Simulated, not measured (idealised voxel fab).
This section sets out a process module, namely voxel ribs on slabs.
FYI the section here is cut, 150 nm wide, cells are 5 nm squares.
Cross-section, as written here: a square-cell grid given band by band from the top down, where a band holds one or more rows of cells. In this notation a band is specified by the heights of its top and bottom, in that order and in nm, after which its materials appear from left to right, each paired with its width in nm. The word "throughout" attached to a single material means that material fills the band from edge to edge; the word "blank" stands for empty space. Convention: height 0 is the level below which the wafer, as received, is all one material. The lowest band does not terminate at the bottom but continues downward, represented as "z 0 and below". Width spec "30..40" -> top row of cells at first value, bottom row at second value, equal per-row change in between. Basically "nothing was modified" means that step didn't change any cell in the cross-section. The list in "Cavities, closed" covers empty spaces of 8 cells or more that cannot reach the top through any open way, and it gives each as width x height at distance; the distance is from the left edge, and width, height and distance are in nm. Heads up: the bit after the settings on a step's line is the simulator's remark on that step. A step line may carry the setting "overlay nm", which, for steps involving a mask, states the distance by which the mask lay to the right of its intended position; negative values denote displacement to the left.

-- Process steps foreseen in the plan
1) RECEIVE [material Si]
2) DIRECTIONAL_DEP [material SiO2] [thk nm 25]
3) DIRECTIONAL_DEP [material polySi] [thk nm 15]
4) DIRECTIONAL_DEP [material aC] [thk nm 10]
5) PATTERN [tone cover] [mask id RIB] [material resist] [width nm 25] [thk nm 25] [overlay nm 0]
6) DIRECTIONAL_ETCH [etch materials aC] [depth nm 10]
7) STRIP [etch materials resist]
8) DIRECTIONAL_ETCH [etch materials polySi] [depth nm 10]
9) STRIP [etch materials aC]
10) PATTERN [tone cover] [mask id SLAB] [material resist] [width nm 85] [thk nm 20] [overlay nm 0]
11) DIRECTIONAL_ETCH [etch materials polySi] [depth nm 5]
12) STRIP [etch materials resist]
13) FILL_DEP [material SiO2] [thk nm 25]
14) CMP [height nm 60]
15) DIRECTIONAL_DEP [material W] [thk nm 5]
16) DIRECTIONAL_DEP [material aC] [thk nm 15]
17) PATTERN [tone cover] [mask id HEATER] [material resist] [width nm 35] [thk nm 30] [overlay nm 0]
18) DIRECTIONAL_ETCH [etch materials aC] [depth nm 5]
19) STRIP [etch materials resist]
20) DIRECTIONAL_ETCH [etch materials W] [depth nm 5]
21) STRIP [etch materials aC]
22) CONFORMAL_DEP [material SiO2] [thk nm 5]
Every wafer here starts from the same state; it is the step 18 depth nm that distinguishes them, and the value the plan gives belongs to the first wafer.

-- Cross-section of the first of several wafers on receipt, reflecting completion of step 1
  z 0 and below: Si throughout
  Cavities, closed: none

-- Gained (+) or lost (-) cells of each material since receipt, then closed voids: one row per wafer, at the end of the module
depth nm 5 | +363 SiO2 | +30 W | +27 polySi | Cavities, closed: none
depth nm 10 | +363 SiO2 | +30 W | +27 polySi | Cavities, closed: none
depth nm 15 | +365 SiO2 | +7 W | +27 polySi | Cavities, closed: none
depth nm 20 | +365 SiO2 | +7 W | +27 polySi | Cavities, closed: none
depth nm 25 | +365 SiO2 | +7 W | +27 polySi | Cavities, closed: none
depth nm 30 | +365 SiO2 | +7 W | +27 polySi | Cavities, closed: none
